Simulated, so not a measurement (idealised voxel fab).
A process module follows: voxel ribs on slabs.
This is section cut - it's 295 nm across, gridded in 5 nm square cells.
Think of the cross-section as a grid of square cells. We describe it in bands, top to bottom, and each band covers one or more rows of those cells.
Per band: top height and bottom height in nm, followed by the left-to-right materials and their widths in nm; "throughout" marks a single material spanning edge to edge, "blank" marks empty space.
The reference from which all heights are counted is 0, the level beneath which the as-received wafer is entirely one material; the lowest band, having no lower bound, proceeds downward and is written after the example "from 0 down".
Note: "30..40" means the width goes from the first number (top row of the band) to the second number (bottom row) in equal steps per row of cells.
It should be understood that the words "same as before", when stated for a given step, signify that the cross-section underwent no change in any of its cells during that step.
Look at "Unvented cavities" for the closed voids: empty spaces with no open path to the top, sized 8 cells or up. Each is width x height at distance, distance from the left edge, all nm.
Heads up: the bit after the settings on a step's line is the simulator's remark on that step.
For masked steps, "overlay nm" on the step line gives how far right of plan the mask actually lay; a minus sign means it lay to the left.
This section lists the process steps that were planned
1. op RECEIVE | material Si
2. op DIRECTIONAL_DEP | material SiO2 | thk nm 30
3. op DIRECTIONAL_DEP | material polySi | thk nm 25
4. op PATTERN | tone cover | mask id RIB | material resist | width nm 30 | thk nm 20 | overlay nm 0
5. op DIRECTIONAL_ETCH | etch materials polySi | depth nm 15
6. op STRIP | etch materials resist
7. op MASKED_ETCH | tone cover | mask id SLAB | width nm 60 | etch materials polySi | depth nm 10 | overlay nm 0
8. op FILL_DEP | material SiO2 | thk nm 30
9. op CMP | height nm 75
10. op DIRECTIONAL_DEP | material W | thk nm 5
11. op DIRECTIONAL_DEP | material aC | thk nm 10
12. op PATTERN | tone cover | mask id HEATER | material resist | width nm 40 | thk nm 25 | overlay nm 0
13. op DIRECTIONAL_ETCH | etch materials aC | depth nm 10
14. op STRIP | etch materials resist
15. op DIRECTIONAL_ETCH | etch materials W | depth nm 5
16. op STRIP | etch materials aC
17. op CONFORMAL_DEP | material SiO2 | thk nm 10
So this is the incoming wafer in cross-section - it's already been through step 1
	from 0 down | Si throughout
	Unvented cavities: none
End state of the module in cross-section, given the above starting point and plan and one mistake in execution
	from 90 to 85 | blank 115; SiO2 60; blank 120
	from 85 to 80 | SiO2 throughout
	from 80 to 75 | SiO2 125; W 40; SiO2 130
	from 75 to 55 | SiO2 throughout
	from 55 to 40 | SiO2 130; polySi 30; SiO2 135
	from 40 to 30 | SiO2 120; polySi 50; SiO2 125
	from 30 to 0 | SiO2 throughout
	from 0 down | Si throughout
	Unvented cavities: none
Diagnosis: not per plan at step 7, really ran op MASKED_ETCH | tone cover | mask id SLAB | width nm 50 | etch materials polySi | depth nm 10 | overlay nm 0
